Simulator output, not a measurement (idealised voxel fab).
The process module presented herein is designated voxel air gaps.
Cross-sectional view cut (width: 215 nm; square cell size: 5 nm).
Cross-section spec: square-cell grid; bands listed top down; each band is one or more rows. Quick guide to a band line: top height, bottom height (nm) up front; then every material left to right with its width in nm. Only one material and it's marked "throughout"? Then it fills the band edge to edge. And "empty" just means empty space. Where do heights start? At 0: under that level the wafer as delivered is made of one material only. And the lowest band has no floor; it just carries on downward, as in "top 0, no bottom". Quick explanation for "30 to 40": the width changes in equal steps down the rows of cells, from the first number in the band's top row to the second number in its bottom row. Take "same as before" at face value: in the step it is given for, the cross-section changed in none of its cells. Closed-off voids of 8+ cells (no open route to the top) go in "Trapped void list", written width x height at distance from the left edge, in nm. That trailing text on a step's line, after the settings, is the simulator's own remark on the step. overlay nm: mask offset rightward from planned place, masked step; negative means leftward offset.

**Steps in the process plan**
- 1: RECEIVE, material Si
- 2: CONFORMAL_DEP, material SiO2, thk nm 15
- 3: CONFORMAL_DEP, material SiCN, thk nm 5
- 4: DIRECTIONAL_DEP, material SiO2, thk nm 30
- 5: PATTERN, tone open, mask id LINES, material resist, width nm 15, pitch nm 45, thk nm 20, overlay nm 0
- 6: DIRECTIONAL_ETCH, etch materials SiO2, depth nm 30
- 7: STRIP, etch materials resist
- 8: CONFORMAL_DEP, material TiN, thk nm 5
- 9: FILL_DEP, material W, thk nm 5
- 10: CMP, height nm 50
- 11: EPI, material Ru, thk nm 10
- 12: SELECTIVE_ETCH, etch materials SiO2, depth nm 40
- 13: CONFORMAL_DEP, material SiCN, thk nm 5

**Cross-section of the wafer as it came to us, i.e., already through step 1**
top 0, no bottom = Si throughout
Trapped void list: none

**This is how the wafer looks in cross-section once the module is done, given the starting state and plan above and one mistake in carrying the plan out**
top 65, bottom 60 = SiCN throughout
top 60, bottom 50 = Ru throughout
top 50, bottom 25 = 25 nm W / 5 nm TiN / 15 nm SiO2 / 5 nm TiN / 20 nm W / 5 nm TiN / 15 nm SiO2 / 5 nm TiN / 20 nm W / 5 nm TiN / 15 nm SiO2 / 5 nm TiN / 20 nm W / 5 nm TiN / 15 nm SiO2 / 5 nm TiN / 30 nm W
top 25, bottom 20 = 30 nm TiN / 15 nm SiO2 / 30 nm TiN / 15 nm SiO2 / 30 nm TiN / 15 nm SiO2 / 30 nm TiN / 15 nm SiO2 / 35 nm TiN
top 20, bottom 15 = SiCN throughout
top 15, bottom 0 = SiO2 throughout
top 0, no bottom = Si throughout
Trapped void list: none
Nonconformance to the process plan: step 5 was run on a setting that differed from the plan, and what really ran there is PATTERN, tone cover, mask id LINES, material resist, width nm 15, pitch nm 45, thk nm 20, overlay nm 0
